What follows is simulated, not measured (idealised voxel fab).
The name of this process module is voxel self aligned vias.
We display cut, a cross-section 205 nm in width whose square cells are each 5 nm.
Cross-section, as written here: a square-cell grid given band by band from the top down, where a band holds one or more rows of cells. Top height, bottom height, nm. Materials left to right, width each, nm. Single material + "throughout" = fills band edge to edge. "blank" = empty. All heights in this document are referenced to 0, defined as the level beneath which the wafer, as received, consists entirely of one material. The lowest band is not bounded below; it extends indefinitely downward and is written in the form "top 0, no bottom". When a width is written as two numbers, as in "30..40", the first number is the width in the top row of cells of the band and the second is the width in its bottom row, and the width changes by the same amount from each row to the next. What does "everything unchanged" mean for a step? It means no cell of the cross-section changed in that step. The list in "Closed internal cavities" covers empty spaces of 8 cells or more that cannot reach the top through any open way, and it gives each as width x height at distance; the distance is from the left edge, and width, height and distance are in nm. Past the settings on a step's line: simulator remark, on that step. You can add "overlay nm" to a step's line. For a step with a mask, it describes how far the mask lay to the right of its planned position, and a negative number describes a lay to the left.
**So here's the lineup of process steps we planned**
1: RECEIVE: material Si
2: CONFORMAL_DEP: material SiO2, thk nm 10
3: CONFORMAL_DEP: material SiCN, thk nm 5
4: DIRECTIONAL_DEP: material lowk, thk nm 30
5: MASKED_ETCH: tone open, mask id LINES, width nm 20, pitch nm 50, etch materials lowk, depth nm 30, overlay nm 0
6: CONFORMAL_DEP: material TiN, thk nm 5
7: FILL_DEP: material W, thk nm 10
8: CMP: height nm 45
9: SELECTIVE_ETCH: etch materials W Ru TiN, depth nm 5
10: FILL_DEP: material SiN, thk nm 10
11: CMP: height nm 45
12: DIRECTIONAL_DEP: material lowk, thk nm 20
13: MASKED_ETCH: tone open, mask id VIAS, width nm 30, pitch nm 50, etch materials lowk, depth nm 20, overlay nm 0
14: MASKED_ETCH: tone open, mask id VIAS, width nm 30, pitch nm 50, etch materials SiN, depth nm 5, overlay nm 0
15: CONFORMAL_DEP: material TiN, thk nm 5
16: FILL_DEP: material Cu, thk nm 10
17: CMP: height nm 65
18: CONFORMAL_DEP: material SiN, thk nm 5
**Cross-section of the incoming wafer, state after step 1**
top 0, no bottom  Si throughout
Closed internal cavities: none
**Post-module cross-section of the first of two wafers (run per plan)**
top 70, bottom 65  SiN throughout
top 65, bottom 50  lowk: 60, then TiN: 5, then Cu: 20, then TiN: 5, then lowk: 20, then TiN: 5, then Cu: 20, then TiN: 5, then lowk: 65
top 50, bottom 45  lowk: 60, then TiN: 10, then Cu: 10, then TiN: 10, then lowk: 20, then TiN: 10, then Cu: 10, then TiN: 10, then lowk: 65
top 45, bottom 40  lowk: 65, then TiN: 20, then lowk: 30, then TiN: 20, then lowk: 70
top 40, bottom 20  lowk: 65, then TiN: 5, then W: 10, then TiN: 5, then lowk: 30, then TiN: 5, then W: 10, then TiN: 5, then lowk: 70
top 20, bottom 15  lowk: 65, then TiN: 20, then lowk: 30, then TiN: 20, then lowk: 70
top 15, bottom 10  SiCN throughout
top 10, bottom 0  SiO2 throughout
top 0, no bottom  Si throughout
Closed internal cavities: none
**Here is the second of the two wafers cut open at the end of the module - same start, same plan as the first one, but we made one mistake running it**
top 70, bottom 65  SiN throughout
top 65, bottom 50  lowk: 60, then TiN: 5, then Ru: 20, then TiN: 5, then lowk: 20, then TiN: 5, then Ru: 20, then TiN: 5, then lowk: 65
top 50, bottom 45  lowk: 60, then TiN: 10, then Ru: 10, then TiN: 10, then lowk: 20, then TiN: 10, then Ru: 10, then TiN: 10, then lowk: 65
top 45, bottom 40  lowk: 65, then TiN: 20, then lowk: 30, then TiN: 20, then lowk: 70
top 40, bottom 20  lowk: 65, then TiN: 5, then W: 10, then TiN: 5, then lowk: 30, then TiN: 5, then W: 10, then TiN: 5, then lowk: 70
top 20, bottom 15  lowk: 65, then TiN: 20, then lowk: 30, then TiN: 20, then lowk: 70
top 15, bottom 10  SiCN throughout
top 10, bottom 0  SiO2 throughout
top 0, no bottom  Si throughout
Closed internal cavities: none
Want to know what went wrong? step 16 deviated from plan and actually ran as FILL_DEP: material Ru, thk nm 10
End check, counted in cells, second wafer has more or fewer of these materials than the first: Cu: 28 fewer, Ru: 28 more
